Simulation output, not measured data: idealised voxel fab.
voxel quadruple lines: a process module
In the cross-section labelled cut, the width is 280 nm and each square cell is 5 nm.
Reading order for cross-sections: top band down to bottom band. Underlying form: a grid of square cells. Band size: one or more rows of cells. Quick guide to a band line: top height, bottom height (nm) up front; then every material left to right with its width in nm. Only one material and it's marked "everywhere"? Then it fills the band edge to edge. And "air" just means empty space. Ref level 0: as-received wafer is one material below here. Bottom band extends down with no lower bound ("0..down"). You'd read "30->40" like this: the band's top row of cells is as wide as the first number, its bottom row is as wide as the second, and going down, every row changes width by the same amount as the row before did. When a step is marked "no modification", none of the cells in the cross-section changed during that step. Look at "Sealed void listing" for the closed voids: empty spaces with no open path to the top, sized 8 cells or up. Each is width x height at distance, distance from the left edge, all nm. Anything after a step's settings on that line? It's the simulator's own note about the step. "overlay nm" answers the question of how far to the right of plan the mask lay on a step that has a mask, and when it is negative the answer is to the left.
The planned process steps are enumerated hereunder:
1 RECEIVE | material Si
2 CONFORMAL_DEP | material SiO2 | thk nm 5
3 DIRECTIONAL_DEP | material W | thk nm 15
4 DIRECTIONAL_DEP | material polySi | thk nm 20
5 DIRECTIONAL_DEP | material aC | thk nm 20
6 PATTERN | tone cover | mask id MANDREL | material resist | width nm 25 | thk nm 30 | overlay nm 0
7 DIRECTIONAL_ETCH | etch materials aC | depth nm 20
8 STRIP | etch materials resist
9 CONFORMAL_DEP | material SiO2 | thk nm 15
10 DIRECTIONAL_ETCH | etch materials SiO2 | depth nm 15
11 STRIP | etch materials aC
12 DIRECTIONAL_ETCH | etch materials polySi | depth nm 20
13 STRIP | etch materials SiO2
14 CONFORMAL_DEP | material SiCN | thk nm 5
15 DIRECTIONAL_ETCH | etch materials SiCN | depth nm 5
16 STRIP | etch materials polySi
17 DIRECTIONAL_ETCH | etch materials W | depth nm 15
18 STRIP | etch materials SiCN
Shown in cross-section is the wafer as received, that is, as it stands after step 1:
  0..down = Si everywhere
  Sealed void listing: none
Cross-section at module end, one run error; start and plan unchanged from above:
  20..5 = air (120)  W (5)  air (25)  W (5)  air (125)
  5..0 = SiO2 everywhere
  0..down = Si everywhere
  Sealed void listing: none
The mistake made against the process plan was this: for step 6, the planned setting was not used; the step was instead run as PATTERN | tone open | mask id MANDREL | material resist | width nm 25 | thk nm 30 | overlay nm 0
